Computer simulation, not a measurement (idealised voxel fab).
The following process module bears the name voxel transistor to metal.
165 nm wide, 5 nm square cells: that's cross-section cut.
The cross-sections in this document take the form of a grid made of square cells. They are written out as bands, in order from top to bottom. Each band consists of one or more rows of cells. A band entry consists of two parts. The first gives the height of the band's top and the height of its bottom, in nm. The rest lists the band's materials from left to right, each with its width in nm. A single material labelled with the word "full width" fills the band from edge to edge, and the word "empty" marks empty space. Heights are expressed relative to 0, this being the level below which the as-received wafer comprises one material exclusively. The lowest band is unbounded in the downward direction and is denoted as in "z 0 and below". Per-row width for "30->40": begins at first number (top row of band), ends at second number (bottom row), increment between rows held constant. Basically "all unchanged" means that step didn't change any cell in the cross-section. Look at "Closed voids list" for the closed voids: empty spaces with no open path to the top, sized 8 cells or up. Each is width x height at distance, distance from the left edge, all nm. On a step's line, text after the settings is the simulator commenting on that step. overlay nm: right-of-plan distance of the mask on a masked step; negative values mean left-of-plan.

These are the steps we planned for the process
1. RECEIVE,material Si
2. CONFORMAL_DEP,material SiO2,thk nm 5
3. CONFORMAL_DEP,material SiN,thk nm 10
4. PATTERN,tone cover,mask id ACTIVE,material resist,width nm 115,thk nm 20,overlay nm 0
5. DIRECTIONAL_ETCH,etch materials SiN,depth nm 10
6. DIRECTIONAL_ETCH,etch materials SiO2,depth nm 5
7. DIRECTIONAL_ETCH,etch materials Si,depth nm 25
8. STRIP,etch materials resist
9. FILL_DEP,material SiO2,thk nm 10
10. CMP,height nm 15
11. SELECTIVE_ETCH,etch materials SiO2,depth nm 10
12. STRIP,etch materials SiN
13. SELECTIVE_ETCH,etch materials SiO2,depth nm 5
14. OXIDIZE,depth nm 5
15. DIRECTIONAL_DEP,material polySi,thk nm 25
16. DIRECTIONAL_DEP,material SiCN,thk nm 15
17. MASKED_ETCH,tone cover,mask id GATE,width nm 25,etch materials SiCN,depth nm 25,overlay nm 0
18. MASKED_ETCH,tone cover,mask id GATE,width nm 25,etch materials polySi,depth nm 35,overlay nm 0
19. CONFORMAL_DEP,material SiN,thk nm 10
20. DIRECTIONAL_ETCH,etch materials SiN,depth nm 10
21. DIRECTIONAL_ETCH,etch materials SiO2,depth nm 5
22. DIRECTIONAL_ETCH,etch materials Si,depth nm 15
23. EPI,material nSi,thk nm 20
24. FILL_DEP,material SiO2,thk nm 5
25. CMP,height nm 25
26. STRIP,etch materials polySi
27. SELECTIVE_ETCH,etch materials SiO2,depth nm 5
28. CONFORMAL_DEP,material HfO2,thk nm 5
29. CONFORMAL_DEP,material TiN,thk nm 5
30. FILL_DEP,material W,thk nm 5
31. CMP,height nm 20
32. DIRECTIONAL_DEP,material SiO2,thk nm 10
33. PATTERN,tone open,mask id CONTACT,material resist,width nm 20,pitch nm 75,thk nm 20,overlay nm 0
34. DIRECTIONAL_ETCH,etch materials SiO2,depth nm 30
35. STRIP,etch materials resist
36. CONFORMAL_DEP,material TiN,thk nm 5
37. FILL_DEP,material W,thk nm 5
38. CMP,height nm 30
39. CONFORMAL_DEP,material SiCN,thk nm 5
40. DIRECTIONAL_DEP,material lowk,thk nm 20
41. DIRECTIONAL_DEP,material aC,thk nm 15
42. PATTERN,tone open,mask id METAL_1,material resist,width nm 20,pitch nm 75,thk nm 30,overlay nm 0
43. DIRECTIONAL_ETCH,etch materials aC,depth nm 15
44. STRIP,etch materials resist
45. DIRECTIONAL_ETCH,etch materials lowk,depth nm 20
46. DIRECTIONAL_ETCH,etch materials SiCN,depth nm 5
47. STRIP,etch materials aC
48. CONFORMAL_DEP,material TiN,thk nm 5
49. FILL_DEP,material Cu,thk nm 5
50. CMP,height nm 55
51. EPI,material Ru,thk nm 5
52. FILL_DEP,material SiCN,thk nm 5
53. DIRECTIONAL_DEP,material lowk,thk nm 30
54. MASKED_ETCH,tone open,mask id METAL_2,width nm 20,pitch nm 75,etch materials lowk,depth nm 15,overlay nm 0
55. MASKED_ETCH,tone open,mask id METAL_2_HOLES,width nm 15,pitch nm 75,etch materials lowk,depth nm 15,overlay nm 0
56. MASKED_ETCH,tone open,mask id METAL_2_HOLES,width nm 15,pitch nm 75,etch materials SiCN,depth nm 5,overlay nm 0
57. CONFORMAL_DEP,material TiN,thk nm 5
58. FILL_DEP,material Cu,thk nm 5
59. CMP,height nm 95
60. CONFORMAL_DEP,material SiCN,thk nm 5

Incoming wafer, cross-sectional view, post step 1
    z 0 and below: Si full width
    Closed voids list: none

End-of-module cross-section of the first of two wafers, processed as planned
    z 100 to 95: SiCN full width
    z 95 to 85: lowk 35 nm | TiN 5 nm | Cu 10 nm | TiN 5 nm | lowk 55 nm | TiN 5 nm | Cu 10 nm | TiN 5 nm | lowk 35 nm
    z 85 to 80: lowk 35 nm | TiN 5 nm | Cu 5 nm | TiN 10 nm | lowk 55 nm | TiN 5 nm | Cu 5 nm | TiN 10 nm | lowk 35 nm
    z 80 to 65: lowk 35 nm | TiN 5 nm | Cu 5 nm | TiN 5 nm | lowk 60 nm | TiN 5 nm | Cu 5 nm | TiN 5 nm | lowk 40 nm
    z 65 to 60: SiCN 35 nm | TiN 15 nm | SiCN 60 nm | TiN 15 nm | SiCN 40 nm
    z 60 to 55: SiCN 30 nm | Ru 30 nm | SiCN 45 nm | Ru 30 nm | SiCN 30 nm
    z 55 to 35: lowk 35 nm | TiN 5 nm | Cu 10 nm | TiN 5 nm | lowk 55 nm | TiN 5 nm | Cu 10 nm | TiN 5 nm | lowk 35 nm
    z 35 to 30: SiCN 35 nm | TiN 20 nm | SiCN 55 nm | TiN 20 nm | SiCN 35 nm
    z 30 to 20: SiO2 35 nm | TiN 5 nm | W 10 nm | TiN 5 nm | SiO2 55 nm | TiN 5 nm | W 10 nm | TiN 5 nm | SiO2 35 nm
    z 20 to 15: SiO2 35 nm | TiN 20 nm | SiO2 5 nm | SiN 10 nm | HfO2 5 nm | TiN 5 nm | W 5 nm | TiN 5 nm | HfO2 5 nm | SiN 10 nm | SiO2 5 nm | TiN 20 nm | SiO2 35 nm
    z 15 to 5: SiO2 35 nm | TiN 5 nm | nSi 20 nm | SiN 10 nm | HfO2 5 nm | TiN 5 nm | W 5 nm | TiN 5 nm | HfO2 5 nm | SiN 10 nm | nSi 20 nm | TiN 5 nm | SiO2 35 nm
    z 5 to 0: SiO2 35 nm | TiN 5 nm | nSi 20 nm | SiN 10 nm | HfO2 5 nm | TiN 15 nm | HfO2 5 nm | SiN 10 nm | nSi 20 nm | TiN 5 nm | SiO2 35 nm
    z 0 to -5: SiO2 20 nm | nSi 40 nm | SiO2 5 nm | HfO2 35 nm | SiO2 5 nm | nSi 40 nm | SiO2 20 nm
    z -5 to -20: SiO2 25 nm | nSi 35 nm | Si 45 nm | nSi 35 nm | SiO2 25 nm
    z -20 to -25: SiO2 25 nm | Si 115 nm | SiO2 25 nm
    z -25 and below: Si full width
    Closed voids list: none

Wafer two cross-section, module end. Start and plan unchanged from wafer one; one mistake made during the run
    z 100 to 95: SiCN full width
    z 95 to 85: lowk 35 nm | TiN 5 nm | Cu 15 nm | TiN 5 nm | lowk 50 nm | TiN 5 nm | Cu 15 nm | TiN 5 nm | lowk 30 nm
    z 85 to 80: lowk 35 nm | TiN 25 nm | lowk 50 nm | TiN 25 nm | lowk 30 nm
    z 80 to 65: lowk 45 nm | TiN 10 nm | lowk 65 nm | TiN 10 nm | lowk 35 nm
    z 65 to 60: SiCN 45 nm | TiN 5 nm | SiCN 70 nm | TiN 5 nm | SiCN 40 nm
    z 60 to 55: SiCN 30 nm | Ru 30 nm | SiCN 45 nm | Ru 30 nm | SiCN 30 nm
    z 55 to 35: lowk 35 nm | TiN 5 nm | Cu 10 nm | TiN 5 nm | lowk 55 nm | TiN 5 nm | Cu 10 nm | TiN 5 nm | lowk 35 nm
    z 35 to 30: SiCN 35 nm | TiN 20 nm | SiCN 55 nm | TiN 20 nm | SiCN 35 nm
    z 30 to 20: SiO2 35 nm | TiN 5 nm | W 10 nm | TiN 5 nm | SiO2 55 nm | TiN 5 nm | W 10 nm | TiN 5 nm | SiO2 35 nm
    z 20 to 15: SiO2 35 nm | TiN 20 nm | SiO2 5 nm | SiN 10 nm | HfO2 5 nm | TiN 5 nm | W 5 nm | TiN 5 nm | HfO2 5 nm | SiN 10 nm | SiO2 5 nm | TiN 20 nm | SiO2 35 nm
    z 15 to 5: SiO2 35 nm | TiN 5 nm | nSi 20 nm | SiN 10 nm | HfO2 5 nm | TiN 5 nm | W 5 nm | TiN 5 nm | HfO2 5 nm | SiN 10 nm | nSi 20 nm | TiN 5 nm | SiO2 35 nm
    z 5 to 0: SiO2 35 nm | TiN 5 nm | nSi 20 nm | SiN 10 nm | HfO2 5 nm | TiN 15 nm | HfO2 5 nm | SiN 10 nm | nSi 20 nm | TiN 5 nm | SiO2 35 nm
    z 0 to -5: SiO2 20 nm | nSi 40 nm | SiO2 5 nm | HfO2 35 nm | SiO2 5 nm | nSi 40 nm | SiO2 20 nm
    z -5 to -20: SiO2 25 nm | nSi 35 nm | Si 45 nm | nSi 35 nm | SiO2 25 nm
    z -20 to -25: SiO2 25 nm | Si 115 nm | SiO2 25 nm
    z -25 and below: Si full width
    Closed voids list: none
Finding, execution versus plan: contrary to plan, step 55 was performed as MASKED_ETCH,tone open,mask id METAL_2_HOLES,width nm 15,pitch nm 75,etch materials lowk,depth nm 15,overlay nm 10
Cell-count delta at end, second wafer over first, by material: Cu: 4 fewer; SiCN: 4 more
